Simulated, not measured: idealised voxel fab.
process module | voxel wiring stack
cross-section cut | 265 nm wide | cells 5 nm
A cross-section is a grid of square cells, given in bands from the top down. A band is one or more rows of cells.
Each band's line starts with the height of the band's top and of its bottom, in nm. Then come its materials from left to right, each with its width in nm. One material with "throughout" fills the band from edge to edge. "air" is empty space.
Height 0 is the level under which the wafer as received is all one material. The lowest band goes on downwards, as in "0 down".
A width such as "30 to 40" changes by the same amount from each row of cells to the next, from the band's top row to its bottom row.
"no change" after a step means that no cell of the cross-section changed.
closed voids: empty space of 8 cells or more with no open way to the top, each as width x height at its distance from the left edge, in nm
after a step's settings: what the simulator itself notes on the step
overlay nm, on a step with a mask: how far to the right of its planned place the mask lay; to the left if negative
plan
1 op RECEIVE | material Si
2 op CONFORMAL_DEP | material SiO2 | thk nm 10
3 op CONFORMAL_DEP | material SiCN | thk nm 5
4 op DIRECTIONAL_DEP | material SiO2 | thk nm 20
5 op DIRECTIONAL_DEP | material aC | thk nm 15
6 op PATTERN | tone open | mask id METAL_1 | material resist | width nm 30 | pitch nm 60 | thk nm 35 | overlay nm 0
7 op DIRECTIONAL_ETCH | etch materials aC | depth nm 15
8 op STRIP | etch materials resist
9 op DIRECTIONAL_ETCH | etch materials SiO2 | depth nm 20
10 op DIRECTIONAL_ETCH | etch materials SiCN | depth nm 5
11 op STRIP | etch materials aC
12 op CONFORMAL_DEP | material TiN | thk nm 5
13 op FILL_DEP | material W | thk nm 5
14 op CMP | height nm 35
15 op EPI | material Ru | thk nm 5
16 op FILL_DEP | material SiCN | thk nm 5
17 op DIRECTIONAL_DEP | material SiO2 | thk nm 10
18 op PATTERN | tone open | mask id PLUG_1 | material resist | width nm 15 | pitch nm 60 | thk nm 15 | overlay nm -15
19 op DIRECTIONAL_ETCH | etch materials SiO2 | depth nm 10
20 op DIRECTIONAL_ETCH | etch materials SiCN | depth nm 5
21 op STRIP | etch materials resist
22 op EPI | material Ru | thk nm 10
23 op EPI | material Ru | thk nm 5
24 op DIRECTIONAL_DEP | material TiN | thk nm 5
25 op DIRECTIONAL_DEP | material W | thk nm 15
26 op DIRECTIONAL_DEP | material aC | thk nm 15
27 op PATTERN | tone cover | mask id METAL_2 | material resist | width nm 30 | pitch nm 60 | thk nm 30 | overlay nm 0
28 op DIRECTIONAL_ETCH | etch materials aC | depth nm 15
29 op STRIP | etch materials resist
30 op DIRECTIONAL_ETCH | etch materials W | depth nm 15
31 op DIRECTIONAL_ETCH | etch materials TiN | depth nm 5
32 op STRIP | etch materials aC
33 op CONFORMAL_DEP | material SiN | thk nm 5
34 op FILL_DEP | material lowk | thk nm 5
35 op CMP | height nm 75
36 op CONFORMAL_DEP | material SiCN | thk nm 5
varied across the wafers: overlay nm of step 18. The plan shows the first wafer's value. All wafers start alike
first wafer as received, after step 1
  0 down: Si throughout
  closed voids: none
each wafer at the end: cells of each material gained (+) or lost (-) since it was received, then its closed voids
overlay nm -15 | +51 Ru | +161 SiCN | +53 SiN | +334 SiO2 | +60 TiN | +102 W | +87 lowk | closed voids: none
overlay nm -10 | +51 Ru | +161 SiCN | +53 SiN | +334 SiO2 | +60 TiN | +102 W | +87 lowk | closed voids: none
overlay nm -5 | +51 Ru | +161 SiCN | +53 SiN | +334 SiO2 | +60 TiN | +102 W | +87 lowk | closed voids: none
overlay nm 0 | +51 Ru | +161 SiCN | +53 SiN | +334 SiO2 | +60 TiN | +102 W | +87 lowk | closed voids: none
overlay nm 5 | +51 Ru | +161 SiCN | +53 SiN | +334 SiO2 | +60 TiN | +102 W | +87 lowk | closed voids: none
overlay nm 10 | +51 Ru | +161 SiCN | +53 SiN | +334 SiO2 | +60 TiN | +102 W | +87 lowk | closed voids: none
overlay nm 15 | +51 Ru | +161 SiCN | +53 SiN | +334 SiO2 | +60 TiN | +102 W | +87 lowk | closed voids: none
